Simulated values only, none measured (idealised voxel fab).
Presented below is a process module, voxel wiring stack.
This is section cut - it's 300 nm across, gridded in 5 nm square cells.
How to read a cross-section here: the picture is a grid of square cells, written as bands going from the top down, and any band can span one or more rows of cells.
Top height, bottom height, nm. Materials left to right, width each, nm. Single material + "edge to edge" = fills band edge to edge. "blank" = empty.
All heights in this document are referenced to 0, defined as the level beneath which the wafer, as received, consists entirely of one material. The lowest band is not bounded below; it extends indefinitely downward and is written in the form "top 0, no bottom".
Think of "30 to 40" as a width that walks from the first number to the second as you go down the band, top row to bottom row, taking equal-sized steps from row to row.
A step reported as "nothing different" is a step in which no cell of the cross-section changed.
The label "Voids, fully enclosed" introduces a list of the empty spaces, 8 cells or larger, that have no open way up to the top; each entry in it reads width x height at distance, where the distance is taken from the left edge and all three are stated in nm.
On each step's line, the part that comes after the settings is the simulator's own comment on the step.
What "overlay nm" on a step's line means: if the step has a mask, that mask lay this far to the right of its planned place, or, when the value is negative, to the left.
Steps planned for the process:
step 1: RECEIVE | material Si
step 2: CONFORMAL_DEP | material SiO2 | thk nm 15
step 3: DIRECTIONAL_DEP | material TiN | thk nm 5
step 4: DIRECTIONAL_DEP | material Ru | thk nm 25
step 5: PATTERN | tone cover | mask id METAL_1 | material resist | width nm 30 | pitch nm 45 | thk nm 20 | overlay nm 0
step 6: DIRECTIONAL_ETCH | etch materials Ru | depth nm 25
step 7: DIRECTIONAL_ETCH | etch materials TiN | depth nm 5
step 8: STRIP | etch materials resist
step 9: CONFORMAL_DEP | material SiN | thk nm 5
step 10: FILL_DEP | material lowk | thk nm 10
step 11: CMP | height nm 45
step 12: CONFORMAL_DEP | material SiCN | thk nm 5
step 13: DIRECTIONAL_DEP | material lowk | thk nm 30
step 14: MASKED_ETCH | tone open | mask id METAL_2_HOLES | width nm 15 | pitch nm 45 | etch materials lowk | depth nm 30 | overlay nm 0
step 15: MASKED_ETCH | tone open | mask id METAL_2 | width nm 30 | pitch nm 45 | etch materials lowk | depth nm 15 | overlay nm 0
step 16: MASKED_ETCH | tone open | mask id METAL_2 | width nm 30 | pitch nm 45 | etch materials SiCN | depth nm 5 | overlay nm 0
step 17: CONFORMAL_DEP | material TiN | thk nm 5
step 18: FILL_DEP | material Cu | thk nm 10
step 19: CMP | height nm 80
step 20: CONFORMAL_DEP | material SiCN | thk nm 5
step 21: DIRECTIONAL_DEP | material SiO2 | thk nm 30
step 22: PATTERN | tone open | mask id METAL_3 | material resist | width nm 30 | pitch nm 45 | thk nm 20 | overlay nm 0
step 23: DIRECTIONAL_ETCH | etch materials SiO2 | depth nm 15
step 24: STRIP | etch materials resist
step 25: MASKED_ETCH | tone open | mask id METAL_3_HOLES | width nm 15 | pitch nm 45 | etch materials SiO2 | depth nm 15 | overlay nm 0
step 26: MASKED_ETCH | tone open | mask id METAL_3_HOLES | width nm 15 | pitch nm 45 | etch materials SiCN | depth nm 5 | overlay nm 0
step 27: CONFORMAL_DEP | material TiN | thk nm 5
step 28: FILL_DEP | material Cu | thk nm 10
step 29: CMP | height nm 115
step 30: CONFORMAL_DEP | material SiN | thk nm 5
Cross-section: wafer on arrival = after step 1:
	top 0, no bottom | Si edge to edge
	Voids, fully enclosed: none
End-of-module cross-section. Starting structure and process plan as above; one mistake made in running it:
	top 120, bottom 115 | SiN edge to edge
	top 115, bottom 105 | Cu edge to edge
	top 105, bottom 100 | TiN 85; Cu 5; TiN 40; Cu 5; TiN 40; Cu 5; TiN 40; Cu 5; TiN 75
	top 100, bottom 90 | SiO2 80; TiN 5; Cu 5; TiN 5; SiO2 30; TiN 5; Cu 5; TiN 5; SiO2 30; TiN 5; Cu 5; TiN 5; SiO2 30; TiN 5; Cu 5; TiN 5; SiO2 70
	top 90, bottom 85 | SiO2 80; TiN 15; SiO2 30; TiN 15; SiO2 30; TiN 15; SiO2 30; TiN 15; SiO2 70
	top 85, bottom 80 | SiCN edge to edge
	top 80, bottom 70 | lowk 65; TiN 5; Cu 20; TiN 5; lowk 15; TiN 5; Cu 20; TiN 5; lowk 15; TiN 5; Cu 20; TiN 5; lowk 15; TiN 5; Cu 20; TiN 5; lowk 70
	top 70, bottom 65 | lowk 65; TiN 5; Cu 5; TiN 20; lowk 15; TiN 5; Cu 5; TiN 20; lowk 15; TiN 5; Cu 5; TiN 20; lowk 15; TiN 5; Cu 5; TiN 20; lowk 70
	top 65, bottom 50 | lowk 65; TiN 5; Cu 5; TiN 5; lowk 30; TiN 5; Cu 5; TiN 5; lowk 30; TiN 5; Cu 5; TiN 5; lowk 30; TiN 5; Cu 5; TiN 5; lowk 85
	top 50, bottom 45 | SiCN 65; TiN 15; SiCN 30; TiN 15; SiCN 30; TiN 15; SiCN 30; TiN 15; SiCN 85
	top 45, bottom 20 | lowk 60; SiN 5; Ru 30; SiN 5; lowk 5; SiN 5; Ru 30; SiN 5; lowk 5; SiN 5; Ru 30; SiN 5; lowk 5; SiN 5; Ru 30; SiN 5; lowk 65
	top 20, bottom 15 | SiN 65; TiN 30; SiN 15; TiN 30; SiN 15; TiN 30; SiN 15; TiN 30; SiN 70
	top 15, bottom 0 | SiO2 edge to edge
	top 0, no bottom | Si edge to edge
	Voids, fully enclosed: none
Deviation from plan: step 25 ran with different settings than intended, the actual operation and settings being MASKED_ETCH | tone cover | mask id METAL_3_HOLES | width nm 15 | pitch nm 45 | etch materials SiO2 | depth nm 15 | overlay nm 0
